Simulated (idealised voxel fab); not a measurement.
process module | voxel self aligned vias
cross-section cut | 285 nm wide | cells 5 nm
A cross-section is a grid of square cells, given in bands from the top down. A band is one or more rows of cells.
Each band's line starts with the height of the band's top and of its bottom, in nm. Then come its materials from left to right, each with its width in nm. One material with "throughout" fills the band from edge to edge. "air" is empty space.
Height 0 is the level under which the wafer as received is all one material. The lowest band goes on downwards, as in "0 down".
A width such as "30 to 40" changes by the same amount from each row of cells to the next, from the band's top row to its bottom row.
"no change" after a step means that no cell of the cross-section changed.
closed voids: empty space of 8 cells or more with no open way to the top, each as width x height at its distance from the left edge, in nm
after a step's settings: what the simulator itself notes on the step
overlay nm, on a step with a mask: how far to the right of its planned place the mask lay; to the left if negative
Each pair below shows a cross-section before one step and the cross-section after it, down to the lowest band that changed. The line under each pair gives the step between them, with its settings. The pairs can come from different runs of this module on the same starting wafer, so a pair continues from the pair above only where its "before" says so.
before
  55 to 40: resist 65 | air 20 | resist 35 | air 20 | resist 35 | air 20 | resist 90
  40 to 15: SiO2 throughout
  15 to 10: SiCN throughout
  10 to 0: SiO2 throughout
  0 down: Si throughout
  closed voids: none
after
  55 to 40: resist 65 | air 20 | resist 35 | air 20 | resist 35 | air 20 | resist 90
  40 to 15: SiO2 65 | air 20 | SiO2 35 | air 20 | SiO2 35 | air 20 | SiO2 90
  below 15: unchanged
  closed voids: none
the step between: op DIRECTIONAL_ETCH | etch materials SiO2 | depth nm 25
before: the cross-section after the pair above
after
  40 to 15: SiO2 65 | air 20 | SiO2 35 | air 20 | SiO2 35 | air 20 | SiO2 90
  below 15: unchanged
  closed voids: none
the step between: op STRIP | etch materials resist
before: the cross-section after the pair above
after
  45 to 40: TiN 70 | air 10 | TiN 45 | air 10 | TiN 45 | air 10 | TiN 95
  40 to 20: SiO2 65 | TiN 5 | air 10 | TiN 5 | SiO2 35 | TiN 5 | air 10 | TiN 5 | SiO2 35 | TiN 5 | air 10 | TiN 5 | SiO2 90
  20 to 15: SiO2 65 | TiN 20 | SiO2 35 | TiN 20 | SiO2 35 | TiN 20 | SiO2 90
  below 15: unchanged
  closed voids: none
the step between: op CONFORMAL_DEP | material TiN | thk nm 5
before: the cross-section after the pair above
after
  50 to 45: Ru throughout
  45 to 40: TiN 70 | Ru 10 | TiN 45 | Ru 10 | TiN 45 | Ru 10 | TiN 95
  40 to 20: SiO2 65 | TiN 5 | Ru 10 | TiN 5 | SiO2 35 | TiN 5 | Ru 10 | TiN 5 | SiO2 35 | TiN 5 | Ru 10 | TiN 5 | SiO2 90
  below 20: unchanged
  closed voids: none
the step between: op FILL_DEP | material Ru | thk nm 5
before: the cross-section after the pair above
after
  40 to 20: SiO2 65 | TiN 5 | Ru 10 | TiN 5 | SiO2 35 | TiN 5 | Ru 10 | TiN 5 | SiO2 35 | TiN 5 | Ru 10 | TiN 5 | SiO2 90
  below 20: unchanged
  closed voids: none
the step between: op CMP | height nm 40
before: the cross-section after the pair above
after
  40 to 30: SiO2 65 | air 20 | SiO2 35 | air 20 | SiO2 35 | air 20 | SiO2 90
  below 30: unchanged
  closed voids: none
the step between: op SELECTIVE_ETCH | etch materials W Ru TiN | depth nm 10
before: the cross-section after the pair above
after
  45 to 40: SiN throughout
  40 to 30: SiO2 65 | SiN 20 | SiO2 35 | SiN 20 | SiO2 35 | SiN 20 | SiO2 90
  below 30: unchanged
  closed voids: none
the step between: op FILL_DEP | material SiN | thk nm 5
before: the cross-section after the pair above
after
  40 to 30: SiO2 65 | SiN 20 | SiO2 35 | SiN 20 | SiO2 35 | SiN 20 | SiO2 90
  below 30: unchanged
  closed voids: none
the step between: op CMP | height nm 40
before: the cross-section after the pair above
after
  60 to 40: SiO2 throughout
  below 40: unchanged
  closed voids: none
the step between: op DIRECTIONAL_DEP | material SiO2 | thk nm 20
before: the cross-section after the pair above
after
  80 to 60: resist 65 | air 40 | resist 70 | air 40 | resist 70
  below 60: unchanged
  closed voids: none
the step between: op PATTERN | tone open | mask id VIAS | material resist | width nm 40 | pitch nm 110 | thk nm 20 | overlay nm 0
before: the cross-section after the pair above
after
  80 to 60: resist 65 | air 40 | resist 70 | air 40 | resist 70
  60 to 40: SiO2 65 | air 40 | SiO2 70 | air 40 | SiO2 70
  below 40: unchanged
  closed voids: none
the step between: op DIRECTIONAL_ETCH | etch materials SiO2 | depth nm 20
before: the cross-section after the pair above
after
  80 to 60: resist 65 | air 40 | resist 70 | air 40 | resist 70
  60 to 40: SiO2 65 | air 40 | SiO2 70 | air 40 | SiO2 70
  40 to 30: SiO2 65 | air 20 | SiO2 35 | SiN 20 | SiO2 35 | air 20 | SiO2 90
  below 30: unchanged
  closed voids: none
the step between: op DIRECTIONAL_ETCH | etch materials SiN | depth nm 10
before: the cross-section after the pair above
after
  60 to 40: SiO2 65 | air 40 | SiO2 70 | air 40 | SiO2 70
  below 40: unchanged
  closed voids: none
the step between: op STRIP | etch materials resist
before: the cross-section after the pair above
after
  65 to 60: TiN 70 | air 30 | TiN 80 | air 30 | TiN 75
  60 to 45: SiO2 65 | TiN 5 | air 30 | TiN 5 | SiO2 70 | TiN 5 | air 30 | TiN 5 | SiO2 70
  45 to 40: SiO2 65 | TiN 5 | air 10 | TiN 25 | SiO2 70 | TiN 5 | air 10 | TiN 25 | SiO2 70
  40 to 35: SiO2 65 | TiN 5 | air 10 | TiN 5 | SiO2 35 | SiN 20 | SiO2 35 | TiN 5 | air 10 | TiN 5 | SiO2 90
  35 to 30: SiO2 65 | TiN 20 | SiO2 35 | SiN 20 | SiO2 35 | TiN 20 | SiO2 90
  below 30: unchanged
  closed voids: none
the step between: op CONFORMAL_DEP | material TiN | thk nm 5
before: the cross-section after the pair above
after
  70 to 65: Ru throughout
  65 to 60: TiN 70 | Ru 30 | TiN 80 | Ru 30 | TiN 75
  60 to 45: SiO2 65 | TiN 5 | Ru 30 | TiN 5 | SiO2 70 | TiN 5 | Ru 30 | TiN 5 | SiO2 70
  45 to 40: SiO2 65 | TiN 5 | Ru 10 | TiN 25 | SiO2 70 | TiN 5 | Ru 10 | TiN 25 | SiO2 70
  40 to 35: SiO2 65 | TiN 5 | Ru 10 | TiN 5 | SiO2 35 | SiN 20 | SiO2 35 | TiN 5 | Ru 10 | TiN 5 | SiO2 90
  below 35: unchanged
  closed voids: none
the step between: op FILL_DEP | material Ru | thk nm 5
before: the cross-section after the pair above
after
  60 to 45: SiO2 65 | TiN 5 | Ru 30 | TiN 5 | SiO2 70 | TiN 5 | Ru 30 | TiN 5 | SiO2 70
  below 45: unchanged
  closed voids: none
the step between: op CMP | height nm 60
before: the cross-section after the pair above
after
  65 to 60: SiCN throughout
  below 60: unchanged
  closed voids: none
the step between: op CONFORMAL_DEP | material SiCN | thk nm 5
before
  40 to 20: SiO2 75 | TiN 5 | Ru 10 | TiN 5 | SiO2 35 | TiN 5 | Ru 10 | TiN 5 | SiO2 35 | TiN 5 | Ru 10 | TiN 5 | SiO2 80
  20 to 15: SiO2 75 | TiN 20 | SiO2 35 | TiN 20 | SiO2 35 | TiN 20 | SiO2 80
  15 to 10: SiCN throughout
  10 to 0: SiO2 throughout
  0 down: Si throughout
  closed voids: none
after
  40 to 30: SiO2 75 | air 5 | Ru 10 | air 5 | SiO2 35 | air 5 | Ru 10 | air 5 | SiO2 35 | air 5 | Ru 10 | air 5 | SiO2 80
  below 30: unchanged
  closed voids: none
the step between: op SELECTIVE_ETCH | etch materials TiN | depth nm 10
before: the cross-section after the pair above
after
  45 to 40: SiN throughout
  40 to 30: SiO2 75 | SiN 5 | Ru 10 | SiN 5 | SiO2 35 | SiN 5 | Ru 10 | SiN 5 | SiO2 35 | SiN 5 | Ru 10 | SiN 5 | SiO2 80
  below 30: unchanged
  closed voids: none
the step between: op FILL_DEP | material SiN | thk nm 5
before: the cross-section after the pair above
after
  40 to 30: SiO2 75 | SiN 5 | Ru 10 | SiN 5 | SiO2 35 | SiN 5 | Ru 10 | SiN 5 | SiO2 35 | SiN 5 | Ru 10 | SiN 5 | SiO2 80
  below 30: unchanged
  closed voids: none
the step between: op CMP | height nm 40
before: the cross-section after the pair above
after
  60 to 40: SiO2 throughout
  below 40: unchanged
  closed voids: none
the step between: op DIRECTIONAL_DEP | material SiO2 | thk nm 20
before: the cross-section after the pair above
after
  80 to 60: resist 65 | air 40 | resist 70 | air 40 | resist 70
  below 60: unchanged
  closed voids: none
the step between: op PATTERN | tone open | mask id VIAS | material resist | width nm 40 | pitch nm 110 | thk nm 20 | overlay nm 0
before: the cross-section after the pair above
after
  80 to 60: resist 65 | air 40 | resist 70 | air 40 | resist 70
  60 to 40: SiO2 65 | air 40 | SiO2 70 | air 40 | SiO2 70
  below 40: unchanged
  closed voids: none
the step between: op DIRECTIONAL_ETCH | etch materials SiO2 | depth nm 20
before: the cross-section after the pair above
after
  80 to 60: resist 65 | air 40 | resist 70 | air 40 | resist 70
  60 to 40: SiO2 65 | air 40 | SiO2 70 | air 40 | SiO2 70
  40 to 30: SiO2 75 | air 5 | Ru 10 | air 5 | SiO2 35 | SiN 5 | Ru 10 | SiN 5 | SiO2 35 | air 5 | Ru 10 | air 5 | SiO2 80
  below 30: unchanged
  closed voids: none
the step between: op DIRECTIONAL_ETCH | etch materials SiN | depth nm 10
before: the cross-section after the pair above
after
  60 to 40: SiO2 65 | air 40 | SiO2 70 | air 40 | SiO2 70
  below 40: unchanged
  closed voids: none
the step between: op STRIP | etch materials resist
before: the cross-section after the pair above
after
  65 to 60: TiN 70 | air 30 | TiN 80 | air 30 | TiN 75
  60 to 45: SiO2 65 | TiN 5 | air 30 | TiN 5 | SiO2 70 | TiN 5 | air 30 | TiN 5 | SiO2 70
  45 to 40: SiO2 65 | TiN 40 | SiO2 70 | TiN 40 | SiO2 70
  40 to 30: SiO2 75 | TiN 5 | Ru 10 | TiN 5 | SiO2 35 | SiN 5 | Ru 10 | SiN 5 | SiO2 35 | TiN 5 | Ru 10 | TiN 5 | SiO2 80
  below 30: unchanged
  closed voids: none
the step between: op CONFORMAL_DEP | material TiN | thk nm 5
before: the cross-section after the pair above
after
  70 to 65: Ru throughout
  65 to 60: TiN 70 | Ru 30 | TiN 80 | Ru 30 | TiN 75
  60 to 45: SiO2 65 | TiN 5 | Ru 30 | TiN 5 | SiO2 70 | TiN 5 | Ru 30 | TiN 5 | SiO2 70
  below 45: unchanged
  closed voids: none
the step between: op FILL_DEP | material Ru | thk nm 5
before: the cross-section after the pair above
after
  60 to 45: SiO2 65 | TiN 5 | Ru 30 | TiN 5 | SiO2 70 | TiN 5 | Ru 30 | TiN 5 | SiO2 70
  below 45: unchanged
  closed voids: none
the step between: op CMP | height nm 60
before: the cross-section after the pair above
after
  65 to 60: SiCN throughout
  below 60: unchanged
  closed voids: none
the step between: op CONFORMAL_DEP | material SiCN | thk nm 5
before
  40 to 15: SiO2 throughout
  15 to 10: SiCN throughout
  10 to 0: SiO2 throughout
  0 down: Si throughout
  closed voids: none
after
  55 to 40: air 75 | resist 20 | air 35 | resist 20 | air 35 | resist 20 | air 80
  below 40: unchanged
  closed voids: none
the step between: op PATTERN | tone cover | mask id LINES | material resist | width nm 20 | pitch nm 55 | thk nm 15 | overlay nm 0
before: the cross-section after the pair above
after
  55 to 40: air 75 | resist 20 | air 35 | resist 20 | air 35 | resist 20 | air 80
  40 to 15: air 75 | SiO2 20 | air 35 | SiO2 20 | air 35 | SiO2 20 | air 80
  below 15: unchanged
  closed voids: none
the step between: op DIRECTIONAL_ETCH | etch materials SiO2 | depth nm 25
before: the cross-section after the pair above
after
  40 to 15: air 75 | SiO2 20 | air 35 | SiO2 20 | air 35 | SiO2 20 | air 80
  below 15: unchanged
  closed voids: none
the step between: op STRIP | etch materials resist
before: the cross-section after the pair above
after
  45 to 40: air 70 | TiN 30 | air 25 | TiN 30 | air 25 | TiN 30 | air 75
  40 to 20: air 70 | TiN 5 | SiO2 20 | TiN 5 | air 25 | TiN 5 | SiO2 20 | TiN 5 | air 25 | TiN 5 | SiO2 20 | TiN 5 | air 75
  20 to 15: TiN 75 | SiO2 20 | TiN 35 | SiO2 20 | TiN 35 | SiO2 20 | TiN 80
  below 15: unchanged
  closed voids: none
the step between: op CONFORMAL_DEP | material TiN | thk nm 5
before: the cross-section after the pair above
after
  50 to 45: Ru throughout
  45 to 40: Ru 70 | TiN 30 | Ru 25 | TiN 30 | Ru 25 | TiN 30 | Ru 75
  40 to 20: Ru 70 | TiN 5 | SiO2 20 | TiN 5 | Ru 25 | TiN 5 | SiO2 20 | TiN 5 | Ru 25 | TiN 5 | SiO2 20 | TiN 5 | Ru 75
  below 20: unchanged
  closed voids: none
the step between: op FILL_DEP | material Ru | thk nm 5
before: the cross-section after the pair above
after
  40 to 20: Ru 70 | TiN 5 | SiO2 20 | TiN 5 | Ru 25 | TiN 5 | SiO2 20 | TiN 5 | Ru 25 | TiN 5 | SiO2 20 | TiN 5 | Ru 75
  below 20: unchanged
  closed voids: none
the step between: op CMP | height nm 40
before: the cross-section after the pair above
after
  40 to 30: air 75 | SiO2 20 | air 35 | SiO2 20 | air 35 | SiO2 20 | air 80
  below 30: unchanged
  closed voids: none
the step between: op SELECTIVE_ETCH | etch materials W Ru TiN | depth nm 10
before: the cross-section after the pair above
after
  45 to 40: SiN throughout
  40 to 30: SiN 75 | SiO2 20 | SiN 35 | SiO2 20 | SiN 35 | SiO2 20 | SiN 80
  below 30: unchanged
  closed voids: none
the step between: op FILL_DEP | material SiN | thk nm 5
before: the cross-section after the pair above
after
  40 to 30: SiN 75 | SiO2 20 | SiN 35 | SiO2 20 | SiN 35 | SiO2 20 | SiN 80
  below 30: unchanged
  closed voids: none
the step between: op CMP | height nm 40
before: the cross-section after the pair above
after
  60 to 40: SiO2 throughout
  below 40: unchanged
  closed voids: none
the step between: op DIRECTIONAL_DEP | material SiO2 | thk nm 20
before: the cross-section after the pair above
after
  80 to 60: resist 65 | air 40 | resist 70 | air 40 | resist 70
  below 60: unchanged
  closed voids: none
the step between: op PATTERN | tone open | mask id VIAS | material resist | width nm 40 | pitch nm 110 | thk nm 20 | overlay nm 0
before: the cross-section after the pair above
after
  80 to 60: resist 65 | air 40 | resist 70 | air 40 | resist 70
  60 to 40: SiO2 65 | air 40 | SiO2 70 | air 40 | SiO2 70
  below 40: unchanged
  closed voids: none
the step between: op DIRECTIONAL_ETCH | etch materials SiO2 | depth nm 20
before: the cross-section after the pair above
after
  80 to 60: resist 65 | air 40 | resist 70 | air 40 | resist 70
  60 to 40: SiO2 65 | air 40 | SiO2 70 | air 40 | SiO2 70
  40 to 30: SiN 65 | air 10 | SiO2 20 | air 10 | SiN 25 | SiO2 20 | SiN 25 | air 10 | SiO2 20 | air 10 | SiN 70
  below 30: unchanged
  closed voids: none
the step between: op DIRECTIONAL_ETCH | etch materials SiN | depth nm 10
before: the cross-section after the pair above
after
  60 to 40: SiO2 65 | air 40 | SiO2 70 | air 40 | SiO2 70
  below 40: unchanged
  closed voids: none
the step between: op STRIP | etch materials resist
before: the cross-section after the pair above
after
  65 to 60: TiN 70 | air 30 | TiN 80 | air 30 | TiN 75
  60 to 45: SiO2 65 | TiN 5 | air 30 | TiN 5 | SiO2 70 | TiN 5 | air 30 | TiN 5 | SiO2 70
  45 to 40: SiO2 65 | TiN 40 | SiO2 70 | TiN 40 | SiO2 70
  40 to 30: SiN 65 | TiN 10 | SiO2 20 | TiN 10 | SiN 25 | SiO2 20 | SiN 25 | TiN 10 | SiO2 20 | TiN 10 | SiN 70
  below 30: unchanged
  closed voids: none
the step between: op CONFORMAL_DEP | material TiN | thk nm 5
before: the cross-section after the pair above
after
  70 to 65: Ru throughout
  65 to 60: TiN 70 | Ru 30 | TiN 80 | Ru 30 | TiN 75
  60 to 45: SiO2 65 | TiN 5 | Ru 30 | TiN 5 | SiO2 70 | TiN 5 | Ru 30 | TiN 5 | SiO2 70
  below 45: unchanged
  closed voids: none
the step between: op FILL_DEP | material Ru | thk nm 5
before: the cross-section after the pair above
after
  60 to 45: SiO2 65 | TiN 5 | Ru 30 | TiN 5 | SiO2 70 | TiN 5 | Ru 30 | TiN 5 | SiO2 70
  below 45: unchanged
  closed voids: none
the step between: op CMP | height nm 60
before: the cross-section after the pair above
after
  65 to 60: SiCN throughout
  below 60: unchanged
  closed voids: none
the step between: op CONFORMAL_DEP | material SiCN | thk nm 5
